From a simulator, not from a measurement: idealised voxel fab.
Process module under the name voxel double patterning
Section cut is 140 nm wide and gridded with 5 nm square cells.
Reading order for cross-sections: top band down to bottom band. Underlying form: a grid of square cells. Band size: one or more rows of cells. Heights first: top, then bottom, in nm. Then materials, left to right, each with a width in nm. "full width" on a single material: fills the band edge to edge. "empty": empty space. Height reference: 0 = level under which incoming wafer is all one material. Lowest band: no bottom, runs on downward, e.g. "0 down". Width spec "30->40" -> top row of cells at first value, bottom row at second value, equal per-row change in between. The cross-section has no changed cell in any step marked "nothing changed". Basically, "Closed empty spaces" tells you about the enclosed voids: empty spaces with no open way to the top, 8 cells or bigger, each written width x height at distance, where distance is from the left edge, all in nm. That trailing text on a step's line, after the settings, is the simulator's own remark on the step. The "overlay nm" setting may appear on a step's line; for a step that uses a mask, it gives how far to the right of its planned position the mask lay, and a negative value indicates the left.
THIS SECTION LISTS THE PROCESS STEPS THAT WERE PLANNED
step 1: RECEIVE,material Si
step 2: CONFORMAL_DEP,material SiO2,thk nm 5
step 3: DIRECTIONAL_DEP,material W,thk nm 15
step 4: DIRECTIONAL_DEP,material SiN,thk nm 5
step 5: MASKED_ETCH,tone open,mask id FIRST,width nm 15,pitch nm 50,etch materials SiN,depth nm 5,overlay nm 0
step 6: MASKED_ETCH,tone open,mask id SECOND,width nm 15,etch materials SiN,depth nm 5,overlay nm 0
step 7: DIRECTIONAL_ETCH,etch materials W,depth nm 15
step 8: STRIP,etch materials SiN
CONCERNING THE FIRST OF TWO WAFERS, WHICH WAS RUN IN ACCORDANCE WITH THE PLAN
THE CROSS-SECTION HERE SHOWS THE WAFER AS RECEIVED, I.E. IN ITS STATE AFTER STEP 1
0 down  Si full width
Closed empty spaces: none
ONCE STEP 2 IS THROUGH, THE WAFER LOOKS LIKE THIS IN CROSS-SECTION
5 to 0  SiO2 full width
Under the height 0 nothing was changed.
ONCE STEP 3 IS THROUGH, THE WAFER LOOKS LIKE THIS IN CROSS-SECTION
20 to 5  W full width
Under the height 5 nothing was changed.
ONCE STEP 4 IS THROUGH, THE WAFER LOOKS LIKE THIS IN CROSS-SECTION
25 to 20  SiN full width
Under the height 20 nothing was changed.
ONCE STEP 5 IS THROUGH, THE WAFER LOOKS LIKE THIS IN CROSS-SECTION
25 to 20  35 of SiN / 15 of empty / 35 of SiN / 15 of empty / 40 of SiN
Under the height 20 nothing was changed.
ONCE STEP 6 IS THROUGH, THE WAFER LOOKS LIKE THIS IN CROSS-SECTION
25 to 20  35 of SiN / 15 of empty / 10 of SiN / 15 of empty / 10 of SiN / 15 of empty / 40 of SiN
Under the height 20 nothing was changed.
ONCE STEP 7 IS THROUGH, THE WAFER LOOKS LIKE THIS IN CROSS-SECTION
25 to 20  35 of SiN / 15 of empty / 10 of SiN / 15 of empty / 10 of SiN / 15 of empty / 40 of SiN
20 to 5  35 of W / 15 of empty / 10 of W / 15 of empty / 10 of W / 15 of empty / 40 of W
Under the height 5 nothing was changed.
ONCE STEP 8 IS THROUGH, THE WAFER LOOKS LIKE THIS IN CROSS-SECTION
20 to 5  35 of W / 15 of empty / 10 of W / 15 of empty / 10 of W / 15 of empty / 40 of W
Under the height 5 nothing was changed.
THE SECOND WAFER WAS PREPARED FROM THE SAME STARTING POINT AND UNDER THE SAME PLAN AS THE FIRST; ITS PROCESSING CONTAINED ONE MISTAKE, AND IT REMAINS INDISTINGUISHABLE FROM THE FIRST WAFER UP TO AND INCLUDING STEP 2
SECOND WAFER, SECTION VIEW, TIME POINT: SCHEDULED END OF STEP 3
30 to 5  W full width
Under the height 5 nothing was changed.
SECOND WAFER, SECTION VIEW, TIME POINT: SCHEDULED END OF STEP 4
35 to 30  SiN full width
Under the height 30 nothing was changed.
SECOND WAFER, SECTION VIEW, TIME POINT: SCHEDULED END OF STEP 5
35 to 30  35 of SiN / 15 of empty / 35 of SiN / 15 of empty / 40 of SiN
Under the height 30 nothing was changed.
SECOND WAFER, SECTION VIEW, TIME POINT: SCHEDULED END OF STEP 6
35 to 30  35 of SiN / 15 of empty / 10 of SiN / 15 of empty / 10 of SiN / 15 of empty / 40 of SiN
Under the height 30 nothing was changed.
SECOND WAFER, SECTION VIEW, TIME POINT: SCHEDULED END OF STEP 7
35 to 30  35 of SiN / 15 of empty / 10 of SiN / 15 of empty / 10 of SiN / 15 of empty / 40 of SiN
30 to 15  35 of W / 15 of empty / 10 of W / 15 of empty / 10 of W / 15 of empty / 40 of W
Under the height 15 nothing was changed.
SECOND WAFER, SECTION VIEW, TIME POINT: SCHEDULED END OF STEP 8
30 to 15  35 of W / 15 of empty / 10 of W / 15 of empty / 10 of W / 15 of empty / 40 of W
Under the height 15 nothing was changed.
Short version of what went wrong: step 3 was run on a setting that differed from the plan, and what really ran there is DIRECTIONAL_DEP,material W,thk nm 25
Wrapping up, a cell-based count of both wafers puts the second over or under the first for these materials: W +56
